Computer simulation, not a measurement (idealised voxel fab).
Process module, titled voxel ribs on slabs
Xsec cut, 205 nm wide, square cell size 5 nm.
Cross-section format: a grid of square cells, given as bands from top to bottom; each band is one or more rows of cells. Heads up on the band format: heights come first, top then bottom, in nm. After that it's the materials left to right, each with its width in nm. A single material flagged "full width" fills the whole band edge to edge, and "blank" means there's empty space there. For the purposes of this specification, 0 denotes the height below which the wafer in its as-received condition is composed wholly of one material, and the lowermost band, lacking a lower limit, extends downward without end, as expressed in "0 -> down". The width entry "30->40" should be interpreted row by row: the top row of cells in the band takes the first number, the bottom row takes the second number, and the change between adjacent rows is uniform throughout. When a step is marked "nothing different", none of the cells in the cross-section changed during that step. Entry "Unvented internal voids". Content: empty spaces with no open connection to the top, size 8 cells or greater. Each: width x height at distance. Distance: from left edge. Unit: nm. Step line, after settings: the simulator's comment on this step. The line of a step may include "overlay nm". On a step with a mask, this value is how far to the right of its planned place the mask lay. A negative value means the mask lay to the left.
[Steps planned for the process]
1. op RECEIVE | material Si
2. op DIRECTIONAL_DEP | material SiO2 | thk nm 25
3. op DIRECTIONAL_DEP | material polySi | thk nm 20
4. op PATTERN | tone cover | mask id RIB | material resist | width nm 30 | thk nm 20 | overlay nm 0
5. op DIRECTIONAL_ETCH | etch materials polySi | depth nm 10
6. op STRIP | etch materials resist
7. op MASKED_ETCH | tone cover | mask id SLAB | width nm 60 | etch materials polySi | depth nm 10 | overlay nm 0
8. op FILL_DEP | material SiO2 | thk nm 25
9. op CMP | height nm 60
10. op DIRECTIONAL_DEP | material TiN | thk nm 5
11. op PATTERN | tone cover | mask id HEATER | material resist | width nm 30 | thk nm 20 | overlay nm 0
12. op DIRECTIONAL_ETCH | etch materials TiN | depth nm 5
13. op STRIP | etch materials resist
14. op CONFORMAL_DEP | material SiO2 | thk nm 10
Keep in mind the plan's value for the width nm of step 11 comes from the first wafer; the wafers don't share that setting, but they do share the same starting point.
[Step 1 complete: as-received cross-section of the first of several wafers]
  0 -> down: Si full width
  Unvented internal voids: none
[Take a look at the first of several wafers in cross-section: the module is done, and step 14 was its last step]
  75 -> 70: blank: 75; SiO2: 50; blank: 80
  70 -> 65: SiO2 full width
  65 -> 60: SiO2: 85; TiN: 30; SiO2: 90
  60 -> 45: SiO2 full width
  45 -> 35: SiO2: 85; polySi: 30; SiO2: 90
  35 -> 25: SiO2: 70; polySi: 60; SiO2: 75
  25 -> 0: SiO2 full width
  0 -> down: Si full width
  Unvented internal voids: none
[Final wafer cross-section at module end]
  75 -> 70: blank: 65; SiO2: 75; blank: 65
  70 -> 65: SiO2 full width
  65 -> 60: SiO2: 75; TiN: 55; SiO2: 75
  60 -> 45: SiO2 full width
  45 -> 35: SiO2: 85; polySi: 30; SiO2: 90
  35 -> 25: SiO2: 70; polySi: 60; SiO2: 75
  25 -> 0: SiO2 full width
  0 -> down: Si full width
  Unvented internal voids: none
[What follows is a table in which each wafer occupies a row; for the wafer as it stands at the close of the module, the row states, material by material, how many cells have been gained (+) or lost (-) since receipt, and then gives its closed voids]
width nm 30 | +542 SiO2 | +6 TiN | +36 polySi | Unvented internal voids: none
width nm 35 | +542 SiO2 | +7 TiN | +36 polySi | Unvented internal voids: none
width nm 40 | +542 SiO2 | +8 TiN | +36 polySi | Unvented internal voids: none
width nm 45 | +542 SiO2 | +9 TiN | +36 polySi | Unvented internal voids: none
width nm 50 | +542 SiO2 | +10 TiN | +36 polySi | Unvented internal voids: none
width nm 55 | +542 SiO2 | +11 TiN | +36 polySi | Unvented internal voids: none
